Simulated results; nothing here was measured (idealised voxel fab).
process module | voxel self aligned contacts
cross-section cut | 295 nm wide | cells 5 nm
A cross-section is a grid of square cells, given in bands from the top down. A band is one or more rows of cells.
Each band's line starts with the height of the band's top and of its bottom, in nm. Then come its materials from left to right, each with its width in nm. One material with "throughout" fills the band from edge to edge. "air" is empty space.
Height 0 is the level under which the wafer as received is all one material. The lowest band goes on downwards, as in "0 down".
A width such as "30 to 40" changes by the same amount from each row of cells to the next, from the band's top row to its bottom row.
"no change" after a step means that no cell of the cross-section changed.
closed voids: empty space of 8 cells or more with no open way to the top, each as width x height at its distance from the left edge, in nm
after a step's settings: what the simulator itself notes on the step
overlay nm, on a step with a mask: how far to the right of its planned place the mask lay; to the left if negative
plan
1 op RECEIVE | material Si
2 op CONFORMAL_DEP | material SiO2 | thk nm 5
3 op DIRECTIONAL_DEP | material polySi | thk nm 20
4 op DIRECTIONAL_DEP | material SiN | thk nm 25
5 op DIRECTIONAL_DEP | material aC | thk nm 15
6 op PATTERN | tone cover | mask id GATE | material resist | width nm 25 | pitch nm 65 | thk nm 30 | overlay nm 0
7 op DIRECTIONAL_ETCH | etch materials aC | depth nm 15
8 op STRIP | etch materials resist
9 op DIRECTIONAL_ETCH | etch materials SiN | depth nm 25
10 op DIRECTIONAL_ETCH | etch materials polySi | depth nm 20
11 op STRIP | etch materials aC
12 op CONFORMAL_DEP | material SiN | thk nm 10
13 op DIRECTIONAL_ETCH | etch materials SiN | depth nm 10
14 op FILL_DEP | material SiO2 | thk nm 15
15 op CMP | height nm 60
16 op DIRECTIONAL_DEP | material aC | thk nm 10
17 op PATTERN | tone open | mask id CONTACT | material resist | width nm 50 | pitch nm 65 | thk nm 25 | overlay nm 0
18 op DIRECTIONAL_ETCH | etch materials aC | depth nm 10
19 op STRIP | etch materials resist
20 op DIRECTIONAL_ETCH | etch materials SiO2 | depth nm 60
21 op STRIP | etch materials aC
22 op CONFORMAL_DEP | material TiN | thk nm 5
23 op FILL_DEP | material Ru | thk nm 10
24 op CMP | height nm 60
25 op CONFORMAL_DEP | material SiN | thk nm 5
first wafer, as planned
as received, after step 1
  0 down: Si throughout
  closed voids: none
after step 2
  5 to 0: SiO2 throughout
  below 0: unchanged
after step 3
  25 to 5: polySi throughout
  below 5: unchanged
after step 4
  50 to 25: SiN throughout
  below 25: unchanged
after step 5
  65 to 50: aC throughout
  below 50: unchanged
after step 6
  95 to 65: air 70 | resist 25 | air 40 | resist 25 | air 40 | resist 25 | air 70
  below 65: unchanged
after step 7
  80 to 65: air 70 | resist 25 | air 40 | resist 25 | air 40 | resist 25 | air 70
  65 to 50: air 70 | aC 25 | air 40 | aC 25 | air 40 | aC 25 | air 70
  below 50: unchanged
after step 8
  65 to 50: air 70 | aC 25 | air 40 | aC 25 | air 40 | aC 25 | air 70
  below 50: unchanged
after step 9
  65 to 50: air 70 | aC 25 | air 40 | aC 25 | air 40 | aC 25 | air 70
  50 to 25: air 70 | SiN 25 | air 40 | SiN 25 | air 40 | SiN 25 | air 70
  below 25: unchanged
after step 10
  65 to 50: air 70 | aC 25 | air 40 | aC 25 | air 40 | aC 25 | air 70
  50 to 25: air 70 | SiN 25 | air 40 | SiN 25 | air 40 | SiN 25 | air 70
  25 to 5: air 70 | polySi 25 | air 40 | polySi 25 | air 40 | polySi 25 | air 70
  below 5: unchanged
after step 11
  50 to 25: air 70 | SiN 25 | air 40 | SiN 25 | air 40 | SiN 25 | air 70
  below 25: unchanged
after step 12
  60 to 25: air 60 | SiN 45 | air 20 | SiN 45 | air 20 | SiN 45 | air 60
  25 to 15: air 60 | SiN 10 | polySi 25 | SiN 10 | air 20 | SiN 10 | polySi 25 | SiN 10 | air 20 | SiN 10 | polySi 25 | SiN 10 | air 60
  15 to 5: SiN 70 | polySi 25 | SiN 40 | polySi 25 | SiN 40 | polySi 25 | SiN 70
  below 5: unchanged
after step 13
  50 to 25: air 60 | SiN 45 | air 20 | SiN 45 | air 20 | SiN 45 | air 60
  25 to 5: air 60 | SiN 10 | polySi 25 | SiN 10 | air 20 | SiN 10 | polySi 25 | SiN 10 | air 20 | SiN 10 | polySi 25 | SiN 10 | air 60
  below 5: unchanged
after step 14
  65 to 50: SiO2 throughout
  50 to 25: SiO2 60 | SiN 45 | SiO2 20 | SiN 45 | SiO2 20 | SiN 45 | SiO2 60
  25 to 5: SiO2 60 | SiN 10 | polySi 25 | SiN 10 | SiO2 20 | SiN 10 | polySi 25 | SiN 10 | SiO2 20 | SiN 10 | polySi 25 | SiN 10 | SiO2 60
  below 5: unchanged
after step 15
  60 to 50: SiO2 throughout
  below 50: unchanged
after step 16
  70 to 60: aC throughout
  below 60: unchanged
after step 17
  95 to 70: resist 90 | air 50 | resist 15 | air 50 | resist 90
  below 70: unchanged
after step 18
  85 to 70: resist 90 | air 50 | resist 15 | air 50 | resist 90
  70 to 60: aC 90 | air 50 | aC 15 | air 50 | aC 90
  below 60: unchanged
after step 19
  70 to 60: aC 90 | air 50 | aC 15 | air 50 | aC 90
  below 60: unchanged
after step 20
  70 to 60: aC 90 | air 50 | aC 15 | air 50 | aC 90
  60 to 50: SiO2 90 | air 50 | SiO2 15 | air 50 | SiO2 90
  50 to 25: SiO2 60 | SiN 45 | air 20 | SiN 45 | air 20 | SiN 45 | SiO2 60
  25 to 5: SiO2 60 | SiN 10 | polySi 25 | SiN 10 | air 20 | SiN 10 | polySi 25 | SiN 10 | air 20 | SiN 10 | polySi 25 | SiN 10 | SiO2 60
  5 to 0: SiO2 105 | air 20 | SiO2 45 | air 20 | SiO2 105
  below 0: unchanged
after step 21
  60 to 50: SiO2 90 | air 50 | SiO2 15 | air 50 | SiO2 90
  below 50: unchanged
after step 22
  65 to 60: TiN 95 | air 40 | TiN 25 | air 40 | TiN 95
  60 to 50: SiO2 90 | TiN 5 to 20 | air 40 to 10 | TiN 5 to 20 | SiO2 15 | TiN 5 to 20 | air 40 to 10 | TiN 5 to 20 | SiO2 90
  50 to 25: SiO2 60 | SiN 45 | TiN 5 | air 10 | TiN 5 | SiN 45 | TiN 5 | air 10 | TiN 5 | SiN 45 | SiO2 60
  25 to 5: SiO2 60 | SiN 10 | polySi 25 | SiN 10 | TiN 5 | air 10 | TiN 5 | SiN 10 | polySi 25 | SiN 10 | TiN 5 | air 10 | TiN 5 | SiN 10 | polySi 25 | SiN 10 | SiO2 60
  5 to 0: SiO2 105 | TiN 20 | SiO2 45 | TiN 20 | SiO2 105
  below 0: unchanged
after step 23
  75 to 65: Ru throughout
  65 to 60: TiN 95 | Ru 40 | TiN 25 | Ru 40 | TiN 95
  60 to 50: SiO2 90 | TiN 5 to 20 | Ru 40 to 10 | TiN 5 to 20 | SiO2 15 | TiN 5 to 20 | Ru 40 to 10 | TiN 5 to 20 | SiO2 90
  50 to 25: SiO2 60 | SiN 45 | TiN 5 | Ru 10 | TiN 5 | SiN 45 | TiN 5 | Ru 10 | TiN 5 | SiN 45 | SiO2 60
  25 to 5: SiO2 60 | SiN 10 | polySi 25 | SiN 10 | TiN 5 | Ru 10 | TiN 5 | SiN 10 | polySi 25 | SiN 10 | TiN 5 | Ru 10 | TiN 5 | SiN 10 | polySi 25 | SiN 10 | SiO2 60
  below 5: unchanged
after step 24
  60 to 50: SiO2 90 | TiN 5 to 20 | Ru 40 to 10 | TiN 5 to 20 | SiO2 15 | TiN 5 to 20 | Ru 40 to 10 | TiN 5 to 20 | SiO2 90
  below 50: unchanged
after step 25
  65 to 60: SiN throughout
  below 60: unchanged
second wafer: like start, like plan, one mistake. Through step 23 it matches the first wafer
when step 24 should have ended
  55 to 50: SiO2 90 | TiN 20 | Ru 10 | TiN 20 | SiO2 15 | TiN 20 | Ru 10 | TiN 20 | SiO2 90
  below 50: unchanged
when step 25 should have ended
  60 to 55: SiN throughout
  below 55: unchanged
what went wrong: step 24 ran as: op CMP | height nm 55
at the end the second wafer has, in cells: 16 fewer of Ru | 39 fewer of SiO2 | 4 fewer of TiN
